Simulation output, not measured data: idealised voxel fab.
process module | voxel self aligned vias
cross-section cut | 280 nm wide | cells 5 nm
A cross-section is a grid of square cells, given in bands from the top down. A band is one or more rows of cells.
Each band's line starts with the height of the band's top and of its bottom, in nm. Then come its materials from left to right, each with its width in nm. One material with "throughout" fills the band from edge to edge. "air" is empty space.
Height 0 is the level under which the wafer as received is all one material. The lowest band goes on downwards, as in "0 down".
A width such as "30 to 40" changes by the same amount from each row of cells to the next, from the band's top row to its bottom row.
"no change" after a step means that no cell of the cross-section changed.
closed voids: empty space of 8 cells or more with no open way to the top, each as width x height at its distance from the left edge, in nm
after a step's settings: what the simulator itself notes on the step
overlay nm, on a step with a mask: how far to the right of its planned place the mask lay; to the left if negative
plan
1 op RECEIVE | material Si
2 op CONFORMAL_DEP | material SiO2 | thk nm 10
3 op CONFORMAL_DEP | material SiCN | thk nm 5
4 op DIRECTIONAL_DEP | material SiO2 | thk nm 25
5 op PATTERN | tone open | mask id LINES | material resist | width nm 25 | pitch nm 60 | thk nm 20 | overlay nm 0
6 op DIRECTIONAL_ETCH | etch materials SiO2 | depth nm 25
7 op STRIP | etch materials resist
8 op CONFORMAL_DEP | material TiN | thk nm 5
9 op FILL_DEP | material Ru | thk nm 10
10 op CMP | height nm 40
11 op SELECTIVE_ETCH | etch materials W Ru TiN | depth nm 10
12 op FILL_DEP | material SiN | thk nm 5
13 op CMP | height nm 40
14 op DIRECTIONAL_DEP | material SiO2 | thk nm 20
15 op MASKED_ETCH | tone open | mask id VIAS | width nm 25 | pitch nm 60 | etch materials SiO2 | depth nm 20 | overlay nm 0
16 op MASKED_ETCH | tone open | mask id VIAS | width nm 35 | pitch nm 60 | etch materials SiN | depth nm 10 | overlay nm 0
17 op CONFORMAL_DEP | material TiN | thk nm 5
18 op FILL_DEP | material Ru | thk nm 5
19 op CMP | height nm 60
20 op CONFORMAL_DEP | material SiCN | thk nm 5
varied across the wafers: width nm of step 15. The plan shows the first wafer's value. All wafers start alike
first wafer as received, after step 1
  0 down: Si throughout
  closed voids: none
first wafer at the end, after step 20
  65 to 60: SiCN throughout
  60 to 35: SiO2 95 | TiN 5 | Ru 15 | TiN 5 | SiO2 35 | TiN 5 | Ru 15 | TiN 5 | SiO2 100
  35 to 30: SiO2 95 | TiN 25 | SiO2 35 | TiN 25 | SiO2 100
  30 to 20: SiO2 95 | TiN 5 | Ru 15 | TiN 5 | SiO2 35 | TiN 5 | Ru 15 | TiN 5 | SiO2 100
  20 to 15: SiO2 95 | TiN 25 | SiO2 35 | TiN 25 | SiO2 100
  15 to 10: SiCN throughout
  10 to 0: SiO2 throughout
  0 down: Si throughout
  closed voids: none
last wafer at the end
  65 to 60: SiCN throughout
  60 to 45: SiO2 85 | TiN 5 | Ru 35 | TiN 5 | SiO2 15 | TiN 5 | Ru 35 | TiN 5 | SiO2 90
  45 to 35: SiO2 85 to 95 | TiN 15 to 5 | Ru 15 | TiN 15 to 5 | SiO2 15 to 35 | TiN 15 to 5 | Ru 15 | TiN 15 to 5 | SiO2 90 to 100
  35 to 30: SiO2 95 | TiN 25 | SiO2 35 | TiN 25 | SiO2 100
  30 to 20: SiO2 95 | TiN 5 | Ru 15 | TiN 5 | SiO2 35 | TiN 5 | Ru 15 | TiN 5 | SiO2 100
  20 to 15: SiO2 95 | TiN 25 | SiO2 35 | TiN 25 | SiO2 100
  15 to 10: SiCN throughout
  10 to 0: SiO2 throughout
  0 down: Si throughout
  closed voids: none
each wafer at the end: cells of each material gained (+) or lost (-) since it was received, then its closed voids
width nm 25 | +42 Ru | +112 SiCN | +526 SiO2 | +48 TiN | closed voids: none
width nm 30 | +48 Ru | +112 SiCN | +518 SiO2 | +50 TiN | closed voids: none
width nm 35 | +54 Ru | +112 SiCN | +510 SiO2 | +52 TiN | closed voids: none
width nm 40 | +60 Ru | +112 SiCN | +502 SiO2 | +54 TiN | closed voids: none
width nm 45 | +66 Ru | +112 SiCN | +494 SiO2 | +56 TiN | closed voids: none
